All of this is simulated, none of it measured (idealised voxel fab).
Documented hereafter: the process module known as voxel transistor to metal.
Cross-section cut: width 215 nm, square cells of 5 nm.
Bands, listed from the top down, are how a cross-section gets written in this document; the cross-section itself is a grid of square cells, and a band is one or more rows of them.
The entry gives the band's vertical extent as a top height and a bottom height in nm, then its horizontal make-up as materials from left to right, each with a width in nm. "blank" stands for empty space; a single material marked "everywhere" fills the band edge to edge.
Beneath 0, the wafer as received is one material, and that level is where height counting begins. The lowest band goes on downward without a bottom; it is written like "0 down".
The notation "30..40" denotes a width that varies across the rows of cells in the band, beginning at the first number in the top row, finishing at the second number in the bottom row, and changing by an identical amount from each row to the next.
What does "no alteration" mean for a step? It means no cell of the cross-section changed in that step.
"Voids, sealed": sealed empty spaces, 8 cells or more, no open way to top, listed width x height at distance, with distance from the left edge and width, height and distance in nm.
It should be noted that, on the line of a given step, the content following the step's settings is a remark produced by the simulator itself with respect to that step.
The setting "overlay nm" may be written on the line of a step. When the step uses a mask, the value reports how far to the right of the planned place the mask lay, and a negative value reports that it lay to the left.

-- The steps planned for the process are as follows
1) RECEIVE (material Si)
2) OXIDIZE (depth nm 5)
3) CONFORMAL_DEP (material SiN; thk nm 15)
4) DIRECTIONAL_DEP (material aC; thk nm 15)
5) PATTERN (tone cover; mask id ACTIVE; material resist; width nm 105; thk nm 35; overlay nm 0)
6) DIRECTIONAL_ETCH (etch materials aC; depth nm 15)
7) STRIP (etch materials resist)
8) DIRECTIONAL_ETCH (etch materials SiN; depth nm 15)
9) DIRECTIONAL_ETCH (etch materials SiO2; depth nm 5)
10) DIRECTIONAL_ETCH (etch materials Si; depth nm 30)
11) STRIP (etch materials aC)
12) FILL_DEP (material SiO2; thk nm 10)
13) CMP (height nm 15)
14) SELECTIVE_ETCH (etch materials SiO2; depth nm 10)
15) STRIP (etch materials SiN)
16) SELECTIVE_ETCH (etch materials SiO2; depth nm 5)
17) OXIDIZE (depth nm 5)
18) DIRECTIONAL_DEP (material polySi; thk nm 30)
19) DIRECTIONAL_DEP (material SiCN; thk nm 15)
20) DIRECTIONAL_DEP (material aC; thk nm 10)
21) PATTERN (tone cover; mask id GATE; material resist; width nm 25; thk nm 25; overlay nm 0)
22) DIRECTIONAL_ETCH (etch materials aC; depth nm 10)
23) STRIP (etch materials resist)
24) DIRECTIONAL_ETCH (etch materials SiCN; depth nm 25)
25) DIRECTIONAL_ETCH (etch materials polySi; depth nm 40)
26) STRIP (etch materials aC)
27) CONFORMAL_DEP (material SiN; thk nm 10)
28) DIRECTIONAL_ETCH (etch materials SiN; depth nm 10)
29) DIRECTIONAL_ETCH (etch materials SiO2; depth nm 5)
30) DIRECTIONAL_ETCH (etch materials Si; depth nm 10)
31) EPI (material nSi; thk nm 10)
32) FILL_DEP (material SiO2; thk nm 10)
33) CMP (height nm 40)
34) DIRECTIONAL_DEP (material SiO2; thk nm 15)
35) PATTERN (tone open; mask id CONTACT; material resist; width nm 20; pitch nm 75; thk nm 15; overlay nm 0)
36) DIRECTIONAL_ETCH (etch materials SiO2; depth nm 65)
37) STRIP (etch materials resist)
38) CONFORMAL_DEP (material TiN; thk nm 5)
39) FILL_DEP (material Ru; thk nm 5)
40) CMP (height nm 55)
41) DIRECTIONAL_DEP (material TiN; thk nm 5)
42) DIRECTIONAL_DEP (material W; thk nm 25)
43) DIRECTIONAL_DEP (material aC; thk nm 5)
44) PATTERN (tone cover; mask id METAL_1; material resist; width nm 20; pitch nm 75; thk nm 30; overlay nm 0)
45) DIRECTIONAL_ETCH (etch materials aC; depth nm 15)
46) STRIP (etch materials resist)
47) DIRECTIONAL_ETCH (etch materials W; depth nm 25)
48) DIRECTIONAL_ETCH (etch materials TiN; depth nm 5)
49) STRIP (etch materials aC)
50) CONFORMAL_DEP (material SiCN; thk nm 5)
51) FILL_DEP (material SiO2; thk nm 5)
52) CMP (height nm 85)
53) CONFORMAL_DEP (material SiN; thk nm 5)
Among the wafers covered here, the point of difference is the thk nm at step 43; their starting state is shared, and the plan presents the value of the first wafer.

-- The first of several wafers in cross-section, exactly as it reached us after step 1
> 0 down | Si everywhere
> Voids, sealed: none

-- Note: the following table is arranged by wafer, a row apiece. Each row reports the end-of-module state: per material, cells gained (+) or cells lost (-) compared with the wafer as received; closed voids follow
thk nm 5; +40 Ru; -216 Si; +70 SiCN; +83 SiN; +631 SiO2; +60 TiN; +40 W; +36 nSi; +30 polySi; Voids, sealed: none
thk nm 10; +40 Ru; -216 Si; +70 SiCN; +83 SiN; +631 SiO2; +60 TiN; +40 W; +36 nSi; +30 polySi; Voids, sealed: none
thk nm 15; +40 Ru; -216 Si; +70 SiCN; +83 SiN; +631 SiO2; +60 TiN; +40 W; +36 nSi; +30 polySi; Voids, sealed: none
thk nm 20; +40 Ru; -216 Si; +15 SiCN; +83 SiN; +476 SiO2; +95 TiN; +215 W; +36 nSi; +30 polySi; Voids, sealed: none
thk nm 25; +40 Ru; -216 Si; +15 SiCN; +83 SiN; +476 SiO2; +95 TiN; +215 W; +36 nSi; +30 polySi; Voids, sealed: none
thk nm 30; +40 Ru; -216 Si; +15 SiCN; +83 SiN; +476 SiO2; +95 TiN; +215 W; +36 nSi; +30 polySi; Voids, sealed: none
